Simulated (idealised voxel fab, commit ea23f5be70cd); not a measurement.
Name of the process module below: voxel self aligned vias
The cross-section on display is named cut; it measures 285 nm wide, and its cells are 5 nm squares.
A cross-section is written here as square cells arranged in a grid, and it is given in bands from the top down, each band taking up one or more rows of cells. Look at the band entry: it leads with the top's height and the bottom's height in nm. Then it lists the materials left to right, with a width in nm for each. The word "full width" on a single material says that material fills the band edge to edge. The word "air" is empty space. Note: height 0 marks the level under which the wafer is uniformly one material as received. Lowest band unbounded below, written "from 0 down". It should be noted that a width expressed as "30->40" varies in equal increments from row to row of cells within the band, taking the value of the first number at the top row and that of the second number at the bottom row. Basically "nothing was modified" means that step didn't change any cell in the cross-section. "Unvented voids" contains a list of empty spaces, each no smaller than 8 cells and without an open way to the top, written in the form width x height at distance with the distance from the left edge and all three in nm. Step line, after settings: the simulator's comment on this step. "overlay nm" answers the question of how far to the right of plan the mask lay on a step that has a mask, and when it is negative the answer is to the left. Note on reading: below, each pair holds a cross-section from before one process step and one from after it; the one from after shows only down to the lowest band that changed. Beneath the pair, the step in between is stated along with its settings. The pairs can stem from different runs of this module on the same starting wafer. Where a pair's entry headed "Prior to processing" says so, and only there, that pair continues from the pair above it.
### Prior to processing
from 75 to 70  W full width
from 70 to 65  W (85), TiN (50), W (150)
from 65 to 55  W (85), TiN (5), lowk (40), TiN (5), W (150)
from 55 to 50  TiN (90), lowk (40), TiN (35), W (10), TiN (110)
from 50 to 45  lowk (100), SiN (20), lowk (40), TiN (5), W (10), TiN (5), lowk (105)
from 45 to 40  lowk (100), SiN (20), lowk (40), TiN (20), lowk (105)
from 40 to 25  lowk (100), TiN (5), W (10), TiN (5), lowk (40), TiN (5), W (10), TiN (5), lowk (105)
from 25 to 20  lowk (100), TiN (20), lowk (40), TiN (20), lowk (105)
from 20 to 15  SiCN full width
from 15 to 0  SiO2 full width
from 0 down  Si full width
Unvented voids: none
### Cross-Section After Step
from 65 to 55  W (85), TiN (5), lowk (40), TiN (5), W (150)
Everything below 55 is unchanged.
Unvented voids: none
The step carried out between the cross-section before it and the cross-section after it, both shown above, is CMP, height nm 65
Prior to processing: refer to the pair immediately above; the cross-section shown after its step is the state before this one.
### Cross-Section After Step
from 70 to 65  SiN full width
Everything below 65 is unchanged.
Unvented voids: none
The step carried out between the cross-section before it and the cross-section after it, both shown above, is CONFORMAL_DEP, material SiN, thk nm 5
